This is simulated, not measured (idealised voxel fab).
This is a process module. Its name is voxel capacitor over wiring.
Section cut is 280 nm wide and gridded with 5 nm square cells.
This document writes a cross-section as a grid whose cells are square, and gives it as bands, listed from the top down; one or more rows of cells form a band. Top, bottom (nm), then materials left to right with widths (nm); lone material tagged "throughout" fills the whole band edge to edge; "air" = empty space. Measure heights from 0. That's the level where, below it, the as-received wafer is all one material. The lowest band is bottomless and extends downward; write it as in "z 0 and below". You'd read "30->40" like this: the band's top row of cells is as wide as the first number, its bottom row is as wide as the second, and going down, every row changes width by the same amount as the row before did. The cross-section has no changed cell in any step marked "no alterations made". This entry, "Voids, sealed", enumerates those empty regions of no fewer than 8 cells that possess no open connection to the top. Each region is reported in the form width x height at distance, the distance being taken from the left edge, with all three quantities expressed in nm. after a step's settings: what the simulator itself notes on the step. overlay nm: right-of-plan distance of the mask on a masked step; negative values mean left-of-plan.

Below is the list of planned process steps
1) RECEIVE,material Si
2) CONFORMAL_DEP,material SiO2,thk nm 10
3) DIRECTIONAL_DEP,material TiN,thk nm 5
4) DIRECTIONAL_DEP,material W,thk nm 20
5) PATTERN,tone cover,mask id METAL_1,material resist,width nm 20,pitch nm 75,thk nm 15,overlay nm 0
6) DIRECTIONAL_ETCH,etch materials W,depth nm 20
7) DIRECTIONAL_ETCH,etch materials TiN,depth nm 5
8) STRIP,etch materials resist
9) FILL_DEP,material lowk,thk nm 5
10) CMP,height nm 35
11) CONFORMAL_DEP,material SiCN,thk nm 5
12) DIRECTIONAL_DEP,material SiO2,thk nm 20
13) DIRECTIONAL_DEP,material aC,thk nm 15
14) PATTERN,tone open,mask id PLUG_1,material resist,width nm 15,thk nm 35,overlay nm 0
15) DIRECTIONAL_ETCH,etch materials aC,depth nm 15
16) STRIP,etch materials resist
17) DIRECTIONAL_ETCH,etch materials SiO2,depth nm 20
18) DIRECTIONAL_ETCH,etch materials SiCN,depth nm 5
19) STRIP,etch materials aC
20) EPI,material Ru,thk nm 10
21) EPI,material Ru,thk nm 10
22) EPI,material Ru,thk nm 5
23) DIRECTIONAL_DEP,material TiN,thk nm 5
24) DIRECTIONAL_DEP,material SiN,thk nm 5
25) DIRECTIONAL_DEP,material TiN,thk nm 5
26) PATTERN,tone cover,mask id UPPER_PLATE,material resist,width nm 60,thk nm 20,overlay nm 0
27) DIRECTIONAL_ETCH,etch materials TiN,depth nm 5
28) DIRECTIONAL_ETCH,etch materials SiN,depth nm 5
29) STRIP,etch materials resist
30) MASKED_ETCH,tone cover,mask id LOWER_PLATE,width nm 70,etch materials TiN,depth nm 5,overlay nm 0
31) FILL_DEP,material SiO2,thk nm 15
32) CMP,height nm 85
33) MASKED_ETCH,tone open,mask id PLUG_2,width nm 15,etch materials SiO2,depth nm 10,overlay nm 0
34) CONFORMAL_DEP,material TiN,thk nm 5
35) FILL_DEP,material Cu,thk nm 5
36) CMP,height nm 85
37) CONFORMAL_DEP,material SiCN,thk nm 5

Wafer at receipt (post step 1), cross-section
* z 0 and below  Si throughout
* Voids, sealed: none

Same starting wafer, same plan as above, one mistake in the execution; this is the cross-section at the end of the module
* z 90 to 85  SiCN throughout
* z 85 to 80  SiO2 (95) / TiN (25) / SiO2 (160)
* z 80 to 75  SiO2 (95) / SiN (25) / SiO2 (160)
* z 75 to 70  SiO2 (90) / TiN (65) / SiO2 (125)
* z 70 to 65  SiO2 (85) / Ru (35) / SiN (35) / SiO2 (125)
* z 65 to 60  SiO2 (85) / Ru (35) / TiN (40) / SiO2 (120)
* z 60 to 40  SiO2 (95) / Ru (15) / SiO2 (170)
* z 40 to 35  SiCN (95) / Ru (15) / SiCN (170)
* z 35 to 15  lowk (90) / W (20) / lowk (55) / W (20) / lowk (95)
* z 15 to 10  lowk (90) / TiN (20) / lowk (55) / TiN (20) / lowk (95)
* z 10 to 0  SiO2 throughout
* z 0 and below  Si throughout
* Voids, sealed: none
What was done differently from what was planned? one of the identical steps 20 and 21 was run twice, but which one cannot be determined
